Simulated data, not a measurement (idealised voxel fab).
process module | voxel capacitor over wiring
The figure presents cross-section cut, which has a width of 220 nm and is divided into square cells with an edge length of 5 nm.
Square cells in a grid make up a cross-section in this document, and the grid is given as bands, listed from the top down, each one or more rows of cells. Per band: top height and bottom height in nm, followed by the left-to-right materials and their widths in nm; "throughout" marks a single material spanning edge to edge, "blank" marks empty space. Height is counted from the level 0, under which the received wafer is composed throughout of one material. The lowest of the bands is not closed at the bottom but continues downward, in the notation "0..down". The expression "30..40" gives the width at the extremes of the band, the first number at its top row of cells and the second at its bottom row, with the width changing by equal amounts from each row to the next in between. Reading "same as before" for a step: not a cell of the cross-section changed in it. Sealed void list: empty space of 8 cells or more with no open way to the top, each as width x height at its distance from the left edge, in nm. Past the settings on a step's line: simulator remark, on that step. If you see "overlay nm" on a step's line and that step has a mask, it's telling you how far right of where it was planned the mask ended up; a negative number means it went left instead.
[Steps in the process plan]
| 1 | RECEIVE (material Si) |
| 2 | CONFORMAL_DEP (material SiO2; thk nm 10) |
| 3 | CONFORMAL_DEP (material SiN; thk nm 5) |
| 4 | DIRECTIONAL_DEP (material SiO2; thk nm 15) |
| 5 | PATTERN (tone open; mask id METAL_1; material resist; width nm 20; pitch nm 80; thk nm 20; overlay nm 0) |
| 6 | DIRECTIONAL_ETCH (etch materials SiO2; depth nm 15) |
| 7 | DIRECTIONAL_ETCH (etch materials SiN; depth nm 5) |
| 8 | STRIP (etch materials resist) |
| 9 | CONFORMAL_DEP (material TiN; thk nm 5) |
| 10 | FILL_DEP (material Ru; thk nm 10) |
| 11 | CMP (height nm 30) |
| 12 | EPI (material Ru; thk nm 5) |
| 13 | FILL_DEP (material SiCN; thk nm 5) |
| 14 | DIRECTIONAL_DEP (material lowk; thk nm 20) |
| 15 | DIRECTIONAL_DEP (material aC; thk nm 10) |
| 16 | PATTERN (tone open; mask id PLUG_1; material resist; width nm 15; thk nm 25; overlay nm 0) |
| 17 | DIRECTIONAL_ETCH (etch materials aC; depth nm 10) |
| 18 | STRIP (etch materials resist) |
| 19 | DIRECTIONAL_ETCH (etch materials lowk; depth nm 20) |
| 20 | DIRECTIONAL_ETCH (etch materials SiCN; depth nm 5) |
| 21 | STRIP (etch materials aC) |
| 22 | EPI (material Ru; thk nm 10) |
| 23 | EPI (material Ru; thk nm 10) |
| 24 | EPI (material Ru; thk nm 5) |
| 25 | DIRECTIONAL_DEP (material TiN; thk nm 5) |
| 26 | DIRECTIONAL_DEP (material Al2O3; thk nm 5) |
| 27 | DIRECTIONAL_DEP (material TiN; thk nm 5) |
| 28 | DIRECTIONAL_DEP (material aC; thk nm 15) |
| 29 | PATTERN (tone cover; mask id UPPER_PLATE; material resist; width nm 65; thk nm 35; overlay nm 0) |
| 30 | DIRECTIONAL_ETCH (etch materials aC; depth nm 15) |
| 31 | STRIP (etch materials resist) |
| 32 | DIRECTIONAL_ETCH (etch materials TiN; depth nm 5) |
| 33 | DIRECTIONAL_ETCH (etch materials Al2O3; depth nm 5) |
| 34 | STRIP (etch materials aC) |
| 35 | DIRECTIONAL_DEP (material aC; thk nm 15) |
| 36 | PATTERN (tone cover; mask id LOWER_PLATE; material resist; width nm 75; thk nm 35; overlay nm 0) |
| 37 | DIRECTIONAL_ETCH (etch materials aC; depth nm 15) |
| 38 | STRIP (etch materials resist) |
| 39 | DIRECTIONAL_ETCH (etch materials TiN; depth nm 5) |
| 40 | STRIP (etch materials aC) |
| 41 | FILL_DEP (material SiO2; thk nm 15) |
| 42 | CMP (height nm 85) |
| 43 | PATTERN (tone open; mask id PLUG_2; material resist; width nm 15; thk nm 15; overlay nm 0) |
| 44 | DIRECTIONAL_ETCH (etch materials SiO2; depth nm 10) |
| 45 | STRIP (etch materials resist) |
| 46 | CONFORMAL_DEP (material TiN; thk nm 5) |
| 47 | FILL_DEP (material Cu; thk nm 10) |
| 48 | CMP (height nm 85) |
| 49 | CONFORMAL_DEP (material SiN; thk nm 5) |
[Run as planned: first of two wafers]
[Shown in cross-section is the wafer as received, that is, as it stands after step 1]
0..down = Si throughout
Sealed void list: none
[Wafer xsec, post step 2]
10..0 = SiO2 throughout
Everything under 0 stays put, no change at all.
[Wafer xsec, post step 3]
15..10 = SiN throughout
Everything under 10 stays put, no change at all.
[Wafer xsec, post step 4]
30..15 = SiO2 throughout
Everything under 15 stays put, no change at all.
[Wafer xsec, post step 5]
50..30 = resist: 60 | blank: 20 | resist: 60 | blank: 20 | resist: 60
Everything under 30 stays put, no change at all.
[Wafer xsec, post step 6]
50..30 = resist: 60 | blank: 20 | resist: 60 | blank: 20 | resist: 60
30..15 = SiO2: 60 | blank: 20 | SiO2: 60 | blank: 20 | SiO2: 60
Everything under 15 stays put, no change at all.
[Wafer xsec, post step 7]
50..30 = resist: 60 | blank: 20 | resist: 60 | blank: 20 | resist: 60
30..15 = SiO2: 60 | blank: 20 | SiO2: 60 | blank: 20 | SiO2: 60
15..10 = SiN: 60 | blank: 20 | SiN: 60 | blank: 20 | SiN: 60
Everything under 10 stays put, no change at all.
[Wafer xsec, post step 8]
30..15 = SiO2: 60 | blank: 20 | SiO2: 60 | blank: 20 | SiO2: 60
Everything under 15 stays put, no change at all.
[Wafer xsec, post step 9]
35..30 = TiN: 65 | blank: 10 | TiN: 70 | blank: 10 | TiN: 65
30..15 = SiO2: 60 | TiN: 5 | blank: 10 | TiN: 5 | SiO2: 60 | TiN: 5 | blank: 10 | TiN: 5 | SiO2: 60
15..10 = SiN: 60 | TiN: 20 | SiN: 60 | TiN: 20 | SiN: 60
Everything under 10 stays put, no change at all.
[Wafer xsec, post step 10]
45..35 = Ru throughout
35..30 = TiN: 65 | Ru: 10 | TiN: 70 | Ru: 10 | TiN: 65
30..15 = SiO2: 60 | TiN: 5 | Ru: 10 | TiN: 5 | SiO2: 60 | TiN: 5 | Ru: 10 | TiN: 5 | SiO2: 60
Everything under 15 stays put, no change at all.
[Wafer xsec, post step 11]
30..15 = SiO2: 60 | TiN: 5 | Ru: 10 | TiN: 5 | SiO2: 60 | TiN: 5 | Ru: 10 | TiN: 5 | SiO2: 60
Everything under 15 stays put, no change at all.
[Wafer xsec, post step 12]
35..30 = blank: 55 | Ru: 30 | blank: 50 | Ru: 30 | blank: 55
Everything under 30 stays put, no change at all.
[Wafer xsec, post step 13]
40..35 = SiCN throughout
35..30 = SiCN: 55 | Ru: 30 | SiCN: 50 | Ru: 30 | SiCN: 55
Everything under 30 stays put, no change at all.
[Wafer xsec, post step 14]
60..40 = lowk throughout
Everything under 40 stays put, no change at all.
[Wafer xsec, post step 15]
70..60 = aC throughout
Everything under 60 stays put, no change at all.
[Wafer xsec, post step 16]
95..70 = resist: 65 | blank: 15 | resist: 140
Everything under 70 stays put, no change at all.
[Wafer xsec, post step 17]
85..70 = resist: 65 | blank: 15 | resist: 140
70..60 = aC: 65 | blank: 15 | aC: 140
Everything under 60 stays put, no change at all.
[Wafer xsec, post step 18]
70..60 = aC: 65 | blank: 15 | aC: 140
Everything under 60 stays put, no change at all.
[Wafer xsec, post step 19]
70..60 = aC: 65 | blank: 15 | aC: 140
60..40 = lowk: 65 | blank: 15 | lowk: 140
Everything under 40 stays put, no change at all.
[Wafer xsec, post step 20]
70..60 = aC: 65 | blank: 15 | aC: 140
60..40 = lowk: 65 | blank: 15 | lowk: 140
40..35 = SiCN: 65 | blank: 15 | SiCN: 140
Everything under 35 stays put, no change at all.
[Wafer xsec, post step 21]
60..40 = lowk: 65 | blank: 15 | lowk: 140
Everything under 40 stays put, no change at all.
[Wafer xsec, post step 22]
60..45 = lowk: 65 | blank: 15 | lowk: 140
45..40 = lowk: 65 | Ru: 15 | lowk: 140
40..35 = SiCN: 65 | Ru: 15 | SiCN: 140
Everything under 35 stays put, no change at all.
[Wafer xsec, post step 23]
60..55 = lowk: 65 | blank: 15 | lowk: 140
55..40 = lowk: 65 | Ru: 15 | lowk: 140
Everything under 40 stays put, no change at all.
[Wafer xsec, post step 24]
60..40 = lowk: 65 | Ru: 15 | lowk: 140
Everything under 40 stays put, no change at all.
[Wafer xsec, post step 25]
65..60 = TiN throughout
Everything under 60 stays put, no change at all.
[Wafer xsec, post step 26]
70..65 = Al2O3 throughout
Everything under 65 stays put, no change at all.
[Wafer xsec, post step 27]
75..70 = TiN throughout
Everything under 70 stays put, no change at all.
[Wafer xsec, post step 28]
90..75 = aC throughout
Everything under 75 stays put, no change at all.
[Wafer xsec, post step 29]
125..90 = blank: 65 | resist: 65 | blank: 90
Everything under 90 stays put, no change at all.
[Wafer xsec, post step 30]
110..90 = blank: 65 | resist: 65 | blank: 90
90..75 = blank: 65 | aC: 65 | blank: 90
Everything under 75 stays put, no change at all.
[Wafer xsec, post step 31]
90..75 = blank: 65 | aC: 65 | blank: 90
Everything under 75 stays put, no change at all.
[Wafer xsec, post step 32]
90..75 = blank: 65 | aC: 65 | blank: 90
75..70 = blank: 65 | TiN: 65 | blank: 90
Everything under 70 stays put, no change at all.
[Wafer xsec, post step 33]
90..75 = blank: 65 | aC: 65 | blank: 90
75..70 = blank: 65 | TiN: 65 | blank: 90
70..65 = blank: 65 | Al2O3: 65 | blank: 90
Everything under 65 stays put, no change at all.
[Wafer xsec, post step 34]
75..70 = blank: 65 | TiN: 65 | blank: 90
Everything under 70 stays put, no change at all.
[Wafer xsec, post step 35]
90..80 = blank: 65 | aC: 65 | blank: 90
80..75 = aC throughout
75..70 = aC: 65 | TiN: 65 | aC: 90
70..65 = aC: 65 | Al2O3: 65 | aC: 90
Everything under 65 stays put, no change at all.
[Wafer xsec, post step 36]
125..90 = blank: 60 | resist: 75 | blank: 85
90..80 = blank: 60 | resist: 5 | aC: 65 | resist: 5 | blank: 85
Everything under 80 stays put, no change at all.
[Wafer xsec, post step 37]
110..90 = blank: 60 | resist: 75 | blank: 85
90..80 = blank: 60 | resist: 5 | aC: 65 | resist: 5 | blank: 85
80..75 = blank: 60 | aC: 75 | blank: 85
75..70 = blank: 60 | aC: 5 | TiN: 65 | aC: 5 | blank: 85
70..65 = blank: 60 | aC: 5 | Al2O3: 65 | aC: 5 | blank: 85
Everything under 65 stays put, no change at all.
[Wafer xsec, post step 38]
90..80 = blank: 65 | aC: 65 | blank: 90
Everything under 80 stays put, no change at all.
[Wafer xsec, post step 39]
90..80 = blank: 65 | aC: 65 | blank: 90
80..75 = blank: 60 | aC: 75 | blank: 85
75..70 = blank: 60 | aC: 5 | TiN: 65 | aC: 5 | blank: 85
70..65 = blank: 60 | aC: 5 | Al2O3: 65 | aC: 5 | blank: 85
65..60 = blank: 60 | TiN: 75 | blank: 85
Everything under 60 stays put, no change at all.
[Wafer xsec, post step 40]
75..70 = blank: 65 | TiN: 65 | blank: 90
70..65 = blank: 65 | Al2O3: 65 | blank: 90
Everything under 65 stays put, no change at all.
[Wafer xsec, post step 41]
90..75 = SiO2 throughout
75..70 = SiO2: 65 | TiN: 65 | SiO2: 90
70..65 = SiO2: 65 | Al2O3: 65 | SiO2: 90
65..60 = SiO2: 60 | TiN: 75 | SiO2: 85
Everything under 60 stays put, no change at all.
[Wafer xsec, post step 42]
85..75 = SiO2 throughout
Everything under 75 stays put, no change at all.
[Wafer xsec, post step 43]
100..85 = resist: 75 | blank: 15 | resist: 130
Everything under 85 stays put, no change at all.
[Wafer xsec, post step 44]
100..85 = resist: 75 | blank: 15 | resist: 130
85..75 = SiO2: 75 | blank: 15 | SiO2: 130
Everything under 75 stays put, no change at all.
[Wafer xsec, post step 45]
85..75 = SiO2: 75 | blank: 15 | SiO2: 130
Everything under 75 stays put, no change at all.
[Wafer xsec, post step 46]
90..85 = TiN: 80 | blank: 5 | TiN: 135
85..80 = SiO2: 75 | TiN: 5 | blank: 5 | TiN: 5 | SiO2: 130
80..70 = SiO2: 75..65 | TiN: 15..65 | SiO2: 130..90
Everything under 70 stays put, no change at all.
[Wafer xsec, post step 47]
100..90 = Cu throughout
90..85 = TiN: 80 | Cu: 5 | TiN: 135
85..80 = SiO2: 75 | TiN: 5 | Cu: 5 | TiN: 5 | SiO2: 130
Everything under 80 stays put, no change at all.
[Wafer xsec, post step 48]
85..80 = SiO2: 75 | TiN: 5 | Cu: 5 | TiN: 5 | SiO2: 130
Everything under 80 stays put, no change at all.
[Wafer xsec, post step 49]
90..85 = SiN throughout
Everything under 85 stays put, no change at all.
[Second wafer, same starting conditions and recipe as the first, one mistake in executing it, nothing differs from the first up to and including step 47]
[Second wafer, cross-section, planned end of step 48]
80..70 = SiO2: 75..65 | TiN: 15..65 | SiO2: 130..90
Everything under 70 stays put, no change at all.
[Second wafer, cross-section, planned end of step 49]
85..80 = SiN throughout
Everything under 80 stays put, no change at all.
The plan and the run diverged here: step 48 was run on a setting that differed from the plan, and what really ran there is CMP (height nm 80)
It is noted that, at the conclusion of processing, the second wafer exhibits a higher or lower cell count for certain materials relative to the first: 1 fewer of Cu, 41 fewer of SiO2, 2 fewer of TiN
